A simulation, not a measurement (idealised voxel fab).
This section sets out a process module, namely voxel self aligned contacts.
Cross-sectional view cut (width: 205 nm; square cell size: 5 nm).
Cross-section = grid of square cells, listed top down in bands; band = one or more rows. In this notation a band is specified by the heights of its top and bottom, in that order and in nm, after which its materials appear from left to right, each paired with its width in nm. The word "edge to edge" attached to a single material means that material fills the band from edge to edge; the word "empty" stands for empty space. Note: height 0 marks the level under which the wafer is uniformly one material as received. Lowest band unbounded below, written "0 nm and below". Read "30..40" as a graded width: first number on top, second number at the bottom, same change between each pair of neighbouring rows. Step note "everything unchanged" = no cross-section cell changed. You'll see "Closed void inventory" listing empty spaces that have no way open to the top, as long as they're 8 cells or more; the notation is width x height at distance, where the distance is from the left edge, and all of it is in nm. What comes after the settings on a step's line is commentary from the simulator itself on that step. overlay nm: where the mask lay relative to plan, measured to the right, on steps with a mask; negatives go left.
## Steps planned for the process
1) RECEIVE: material Si
2) CONFORMAL_DEP: material SiO2, thk nm 5
3) DIRECTIONAL_DEP: material polySi, thk nm 20
4) DIRECTIONAL_DEP: material SiN, thk nm 20
5) MASKED_ETCH: tone cover, mask id GATE, width nm 25, pitch nm 50, etch materials SiN, depth nm 20, overlay nm 0
6) MASKED_ETCH: tone cover, mask id GATE, width nm 25, pitch nm 50, etch materials polySi, depth nm 20, overlay nm 0
7) CONFORMAL_DEP: material SiN, thk nm 5
8) DIRECTIONAL_ETCH: etch materials SiN, depth nm 5
9) FILL_DEP: material SiO2, thk nm 15
10) CMP: height nm 50
11) PATTERN: tone open, mask id CONTACT, material resist, width nm 35, pitch nm 50, thk nm 15, overlay nm 0
12) DIRECTIONAL_ETCH: etch materials SiO2, depth nm 50
13) STRIP: etch materials resist
14) CONFORMAL_DEP: material TiN, thk nm 5
15) FILL_DEP: material W, thk nm 10
16) CMP: height nm 50
17) CONFORMAL_DEP: material SiCN, thk nm 5
## Cross-section of the incoming wafer, state after step 1
  0 nm and below | Si edge to edge
  Closed void inventory: none
## Cross-sectional view of the first of the two wafers upon completion of the module, processed in accordance with the plan
  55 nm to 50 nm | SiCN edge to edge
  50 nm to 45 nm | SiO2 (60)  TiN (15)  W (5)  TiN (15)  SiO2 (15)  TiN (15)  W (5)  TiN (15)  SiO2 (60)
  45 nm to 25 nm | SiO2 (35)  SiN (35)  TiN (5)  W (5)  TiN (5)  SiN (35)  TiN (5)  W (5)  TiN (5)  SiN (35)  SiO2 (35)
  25 nm to 5 nm | SiO2 (35)  SiN (5)  polySi (25)  SiN (5)  TiN (5)  W (5)  TiN (5)  SiN (5)  polySi (25)  SiN (5)  TiN (5)  W (5)  TiN (5)  SiN (5)  polySi (25)  SiN (5)  SiO2 (35)
  5 nm to 0 nm | SiO2 (70)  TiN (15)  SiO2 (35)  TiN (15)  SiO2 (70)
  0 nm and below | Si edge to edge
  Closed void inventory: none
## Second wafer of the two, sectioned at the end of the module. It began like the first and followed the same plan, but one mistake was made while running it
  55 nm to 50 nm | SiCN edge to edge
  50 nm to 45 nm | SiO2 (60)  TiN (35)  SiO2 (15)  TiN (35)  SiO2 (60)
  45 nm to 25 nm | SiN (45)  SiO2 (15)  SiN (35)  SiO2 (15)  SiN (35)  SiO2 (15)  SiN (45)
  25 nm to 5 nm | polySi edge to edge
  5 nm to 0 nm | SiO2 edge to edge
  0 nm and below | Si edge to edge
  Closed void inventory: none
What was done differently from what was planned? off-plan run, step 5, actual operation and settings MASKED_ETCH: tone open, mask id GATE, width nm 25, pitch nm 50, etch materials SiN, depth nm 20, overlay nm 0
Heads up, by the end the second wafer has more or fewer cells of some materials compared to the first: 20 more of SiN, 70 fewer of SiO2, 36 fewer of TiN, 18 fewer of W, 104 more of polySi
